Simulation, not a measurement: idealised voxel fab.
process module | voxel air gaps
cross-section cut | 250 nm wide | cells 5 nm
A cross-section is a grid of square cells, given in bands from the top down. A band is one or more rows of cells.
Each band's line starts with the height of the band's top and of its bottom, in nm. Then come its materials from left to right, each with its width in nm. One material with "throughout" fills the band from edge to edge. "air" is empty space.
Height 0 is the level under which the wafer as received is all one material. The lowest band goes on downwards, as in "0 down".
A width such as "30 to 40" changes by the same amount from each row of cells to the next, from the band's top row to its bottom row.
"no change" after a step means that no cell of the cross-section changed.
closed voids: empty space of 8 cells or more with no open way to the top, each as width x height at its distance from the left edge, in nm
after a step's settings: what the simulator itself notes on the step
overlay nm, on a step with a mask: how far to the right of its planned place the mask lay; to the left if negative
plan
1 op RECEIVE | material Si
2 op CONFORMAL_DEP | material SiO2 | thk nm 10
3 op CONFORMAL_DEP | material SiN | thk nm 5
4 op DIRECTIONAL_DEP | material SiO2 | thk nm 30
5 op PATTERN | tone open | mask id LINES | material resist | width nm 25 | pitch nm 55 | thk nm 20 | overlay nm 0
6 op DIRECTIONAL_ETCH | etch materials SiO2 | depth nm 30
7 op STRIP | etch materials resist
8 op CONFORMAL_DEP | material TiN | thk nm 5
9 op FILL_DEP | material W | thk nm 5
10 op CMP | height nm 45
11 op EPI | material Ru | thk nm 10
12 op SELECTIVE_ETCH | etch materials SiO2 | depth nm 40
13 op CONFORMAL_DEP | material SiCN | thk nm 5
first wafer, as planned
as received, after step 1
  0 down: Si throughout
  closed voids: none
after step 2
  10 to 0: SiO2 throughout
  below 0: unchanged
after step 3
  15 to 10: SiN throughout
  below 10: unchanged
after step 4
  45 to 15: SiO2 throughout
  below 15: unchanged
after step 5
  65 to 45: resist 30 | air 25 | resist 30 | air 25 | resist 30 | air 25 | resist 30 | air 25 | resist 30
  below 45: unchanged
after step 6
  65 to 45: resist 30 | air 25 | resist 30 | air 25 | resist 30 | air 25 | resist 30 | air 25 | resist 30
  45 to 15: SiO2 30 | air 25 | SiO2 30 | air 25 | SiO2 30 | air 25 | SiO2 30 | air 25 | SiO2 30
  below 15: unchanged
after step 7
  45 to 15: SiO2 30 | air 25 | SiO2 30 | air 25 | SiO2 30 | air 25 | SiO2 30 | air 25 | SiO2 30
  below 15: unchanged
after step 8
  50 to 45: TiN 35 | air 15 | TiN 40 | air 15 | TiN 40 | air 15 | TiN 40 | air 15 | TiN 35
  45 to 20: SiO2 30 | TiN 5 | air 15 | TiN 5 | SiO2 30 | TiN 5 | air 15 | TiN 5 | SiO2 30 | TiN 5 | air 15 | TiN 5 | SiO2 30 | TiN 5 | air 15 | TiN 5 | SiO2 30
  20 to 15: SiO2 30 | TiN 25 | SiO2 30 | TiN 25 | SiO2 30 | TiN 25 | SiO2 30 | TiN 25 | SiO2 30
  below 15: unchanged
after step 9
  55 to 50: W throughout
  50 to 45: TiN 35 | W 15 | TiN 40 | W 15 | TiN 40 | W 15 | TiN 40 | W 15 | TiN 35
  45 to 20: SiO2 30 | TiN 5 | W 15 | TiN 5 | SiO2 30 | TiN 5 | W 15 | TiN 5 | SiO2 30 | TiN 5 | W 15 | TiN 5 | SiO2 30 | TiN 5 | W 15 | TiN 5 | SiO2 30
  below 20: unchanged
after step 10
  45 to 20: SiO2 30 | TiN 5 | W 15 | TiN 5 | SiO2 30 | TiN 5 | W 15 | TiN 5 | SiO2 30 | TiN 5 | W 15 | TiN 5 | SiO2 30 | TiN 5 | W 15 | TiN 5 | SiO2 30
  below 20: unchanged
after step 11
  55 to 45: air 20 | Ru 45 | air 10 | Ru 45 | air 10 | Ru 45 | air 10 | Ru 45 | air 20
  below 45: unchanged
after step 12
  55 to 45: air 20 | Ru 45 | air 10 | Ru 45 | air 10 | Ru 45 | air 10 | Ru 45 | air 20
  45 to 20: air 30 | TiN 5 | W 15 | TiN 5 | air 30 | TiN 5 | W 15 | TiN 5 | air 30 | TiN 5 | W 15 | TiN 5 | air 30 | TiN 5 | W 15 | TiN 5 | air 30
  20 to 15: air 30 | TiN 25 | air 30 | TiN 25 | air 30 | TiN 25 | air 30 | TiN 25 | air 30
  below 15: unchanged
after step 13
  60 to 55: air 15 | SiCN 220 | air 15
  55 to 45: air 15 | SiCN 5 | Ru 45 | SiCN 10 | Ru 45 | SiCN 10 | Ru 45 | SiCN 10 | Ru 45 | SiCN 5 | air 15
  45 to 40: air 15 | SiCN 15 | TiN 5 | W 15 | TiN 5 | SiCN 30 | TiN 5 | W 15 | TiN 5 | SiCN 30 | TiN 5 | W 15 | TiN 5 | SiCN 30 | TiN 5 | W 15 | TiN 5 | SiCN 15 | air 15
  40 to 20: air 25 | SiCN 5 | TiN 5 | W 15 | TiN 5 | SiCN 5 | air 20 | SiCN 5 | TiN 5 | W 15 | TiN 5 | SiCN 5 | air 20 | SiCN 5 | TiN 5 | W 15 | TiN 5 | SiCN 5 | air 20 | SiCN 5 | TiN 5 | W 15 | TiN 5 | SiCN 5 | air 25
  20 to 15: SiCN 30 | TiN 25 | SiCN 30 | TiN 25 | SiCN 30 | TiN 25 | SiCN 30 | TiN 25 | SiCN 30
  below 15: unchanged
  closed voids: 20 x 20 at 60; 20 x 20 at 115; 20 x 20 at 170
second wafer: like start, like plan, one mistake. Through step 4 it matches the first wafer
when step 5 should have ended
  65 to 45: resist 35 | air 25 | resist 30 | air 25 | resist 30 | air 25 | resist 30 | air 25 | resist 25
  below 45: unchanged
when step 6 should have ended
  65 to 45: resist 35 | air 25 | resist 30 | air 25 | resist 30 | air 25 | resist 30 | air 25 | resist 25
  45 to 15: SiO2 35 | air 25 | SiO2 30 | air 25 | SiO2 30 | air 25 | SiO2 30 | air 25 | SiO2 25
  below 15: unchanged
when step 7 should have ended
  45 to 15: SiO2 35 | air 25 | SiO2 30 | air 25 | SiO2 30 | air 25 | SiO2 30 | air 25 | SiO2 25
  below 15: unchanged
when step 8 should have ended
  50 to 45: TiN 40 | air 15 | TiN 40 | air 15 | TiN 40 | air 15 | TiN 40 | air 15 | TiN 30
  45 to 20: SiO2 35 | TiN 5 | air 15 | TiN 5 | SiO2 30 | TiN 5 | air 15 | TiN 5 | SiO2 30 | TiN 5 | air 15 | TiN 5 | SiO2 30 | TiN 5 | air 15 | TiN 5 | SiO2 25
  20 to 15: SiO2 35 | TiN 25 | SiO2 30 | TiN 25 | SiO2 30 | TiN 25 | SiO2 30 | TiN 25 | SiO2 25
  below 15: unchanged
when step 9 should have ended
  55 to 50: W throughout
  50 to 45: TiN 40 | W 15 | TiN 40 | W 15 | TiN 40 | W 15 | TiN 40 | W 15 | TiN 30
  45 to 20: SiO2 35 | TiN 5 | W 15 | TiN 5 | SiO2 30 | TiN 5 | W 15 | TiN 5 | SiO2 30 | TiN 5 | W 15 | TiN 5 | SiO2 30 | TiN 5 | W 15 | TiN 5 | SiO2 25
  below 20: unchanged
when step 10 should have ended
  45 to 20: SiO2 35 | TiN 5 | W 15 | TiN 5 | SiO2 30 | TiN 5 | W 15 | TiN 5 | SiO2 30 | TiN 5 | W 15 | TiN 5 | SiO2 30 | TiN 5 | W 15 | TiN 5 | SiO2 25
  below 20: unchanged
when step 11 should have ended
  55 to 45: air 25 | Ru 45 | air 10 | Ru 45 | air 10 | Ru 45 | air 10 | Ru 45 | air 15
  below 45: unchanged
when step 12 should have ended
  55 to 45: air 25 | Ru 45 | air 10 | Ru 45 | air 10 | Ru 45 | air 10 | Ru 45 | air 15
  45 to 20: air 35 | TiN 5 | W 15 | TiN 5 | air 30 | TiN 5 | W 15 | TiN 5 | air 30 | TiN 5 | W 15 | TiN 5 | air 30 | TiN 5 | W 15 | TiN 5 | air 25
  20 to 15: air 35 | TiN 25 | air 30 | TiN 25 | air 30 | TiN 25 | air 30 | TiN 25 | air 25
  below 15: unchanged
when step 13 should have ended
  60 to 55: air 20 | SiCN 220 | air 10
  55 to 45: air 20 | SiCN 5 | Ru 45 | SiCN 10 | Ru 45 | SiCN 10 | Ru 45 | SiCN 10 | Ru 45 | SiCN 5 | air 10
  45 to 40: air 20 | SiCN 15 | TiN 5 | W 15 | TiN 5 | SiCN 30 | TiN 5 | W 15 | TiN 5 | SiCN 30 | TiN 5 | W 15 | TiN 5 | SiCN 30 | TiN 5 | W 15 | TiN 5 | SiCN 15 | air 10
  40 to 20: air 30 | SiCN 5 | TiN 5 | W 15 | TiN 5 | SiCN 5 | air 20 | SiCN 5 | TiN 5 | W 15 | TiN 5 | SiCN 5 | air 20 | SiCN 5 | TiN 5 | W 15 | TiN 5 | SiCN 5 | air 20 | SiCN 5 | TiN 5 | W 15 | TiN 5 | SiCN 5 | air 20
  20 to 15: SiCN 35 | TiN 25 | SiCN 30 | TiN 25 | SiCN 30 | TiN 25 | SiCN 30 | TiN 25 | SiCN 25
  below 15: unchanged
  closed voids: 20 x 20 at 65; 20 x 20 at 120; 20 x 20 at 175
what went wrong: step 5 ran as: op PATTERN | tone open | mask id LINES | material resist | width nm 25 | pitch nm 55 | thk nm 20 | overlay nm 5
at the end the second wafer has, in cells: as many of each material as the first, in other places
